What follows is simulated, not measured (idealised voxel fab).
A process module follows: voxel lift off.
The cross-section shown here is cut; it is 300 nm wide and divided into square cells measuring 5 nm on a side.
This document writes a cross-section as a grid whose cells are square, and gives it as bands, listed from the top down; one or more rows of cells form a band.
Quick guide to a band line: top height, bottom height (nm) up front; then every material left to right with its width in nm. Only one material and it's marked "throughout"? Then it fills the band edge to edge. And "blank" just means empty space.
Heads up on the height convention: 0 is the point under which the incoming wafer is all one material, and the lowest band has no bottom, it just keeps going down, like "from 0 down".
With a width like "30 to 40", each row of cells in the band differs from the next by the same amount, the top row carrying the first number and the bottom row the second.
Basically "no change occurred" means that step didn't change any cell in the cross-section.
Any empty space of 8 cells or more lacking an open way to the top shows up in "Enclosed void list" as width x height at distance, distance from the left edge, in nm.
Where a step's line continues beyond its settings, the continuation is a remark by the simulator itself on that step.
A step line may carry the setting "overlay nm", which, for steps involving a mask, states the distance by which the mask lay to the right of its intended position; negative values denote displacement to the left.
# The planned process steps are enumerated hereunder
1: RECEIVE with material Si
2: CONFORMAL_DEP with material SiN, thk nm 10
3: PATTERN with tone open, mask id LINES, material resist, width nm 25, pitch nm 50, thk nm 20, overlay nm 0
4: DIRECTIONAL_DEP with material Ru, thk nm 10
5: STRIP with etch materials resist
6: CONFORMAL_DEP with material SiN, thk nm 5
# Here's what the wafer looked like in cross-section when it arrived - that's after step 1
	from 0 down | Si throughout
	Enclosed void list: none
# Look at the cross-section after the module: the wafer started out the way shown above and the plan was the one shown above, yet one mistake was made along the way
	from 25 to 20 | blank (105) / SiN (35) / blank (15) / SiN (35) / blank (110)
	from 20 to 15 | blank (105) / SiN (5) / Ru (25) / SiN (5) / blank (15) / SiN (5) / Ru (25) / SiN (5) / blank (110)
	from 15 to 10 | SiN (110) / Ru (25) / SiN (25) / Ru (25) / SiN (115)
	from 10 to 0 | Ru throughout
	from 0 down | Si throughout
	Enclosed void list: none
Short version of what went wrong: step 2, actual vs plan mismatch, actual run CONFORMAL_DEP with material Ru, thk nm 10
